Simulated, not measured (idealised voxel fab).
The process module that follows is named voxel released beams.
Section shown: cut. Width: 185 nm. Cell size: 5 nm, square.
Cross-sections here: square-cell grids, written as top-down lists of bands, a band being one or more rows of cells.
Read a band's entry like this: the first values are the height of its top and the height of its bottom in nm, and what follows is the sequence of materials from left to right, each with its width in nm. Note that "empty" is empty space, and that a single material marked "throughout" reaches across the band from edge to edge.
Heights are measured from 0, the level below which the as-received wafer is all one material; the lowest band has no bottom and continues downward, written as in "0 -> down".
With a width like "30 to 40", each row of cells in the band differs from the next by the same amount, the top row carrying the first number and the bottom row the second.
What does "remains unaltered" mean for a step? It means no cell of the cross-section changed in that step.
Basically, "Enclosed cavities" tells you about the enclosed voids: empty spaces with no open way to the top, 8 cells or bigger, each written width x height at distance, where distance is from the left edge, all in nm.
Whatever follows a step's settings on its line is a remark the simulator itself makes about that step.
"overlay nm" on a masked step: distance the mask lay right of its planned place, negative for left.

[These are the steps we planned for the process]
1 RECEIVE | material Si
2 CONFORMAL_DEP | material SiN | thk nm 5
3 DIRECTIONAL_DEP | material SiO2 | thk nm 15
4 PATTERN | tone open | mask id ANCHOR | material resist | width nm 30 | thk nm 20 | overlay nm 0
5 DIRECTIONAL_ETCH | etch materials SiO2 | depth nm 15
6 STRIP | etch materials resist
7 CONFORMAL_DEP | material TiN | thk nm 10
8 MASKED_ETCH | tone cover | mask id BEAM | width nm 95 | etch materials TiN | depth nm 10 | overlay nm 0
9 STRIP | etch materials SiO2

[Cross-sectional view of the wafer in its as-received condition, corresponding to the state after step 1]
> 0 -> down  Si throughout
> Enclosed cavities: none

[The first of two wafers, cross-sectioned at the end of the module, with the run proceeding as planned]
> 30 -> 20  empty 40, then TiN 15, then empty 10, then TiN 70, then empty 50
> 20 -> 15  empty 45, then TiN 10, then empty 10, then TiN 10, then empty 110
> 15 -> 5  empty 45, then TiN 30, then empty 110
> 5 -> 0  SiN throughout
> 0 -> down  Si throughout
> Enclosed cavities: none

[End of module, second wafer, cross-section. Started like the first, planned like the first, run with one mistake]
> 0 -> down  Si throughout
> Enclosed cavities: none
Short version of what went wrong: note that step 2 departed from the planned setting and was carried out as CONFORMAL_DEP | material SiO2 | thk nm 5
Final wafer comparison in cells, second versus first, more or fewer per material: SiN: 37 fewer | TiN: 50 fewer
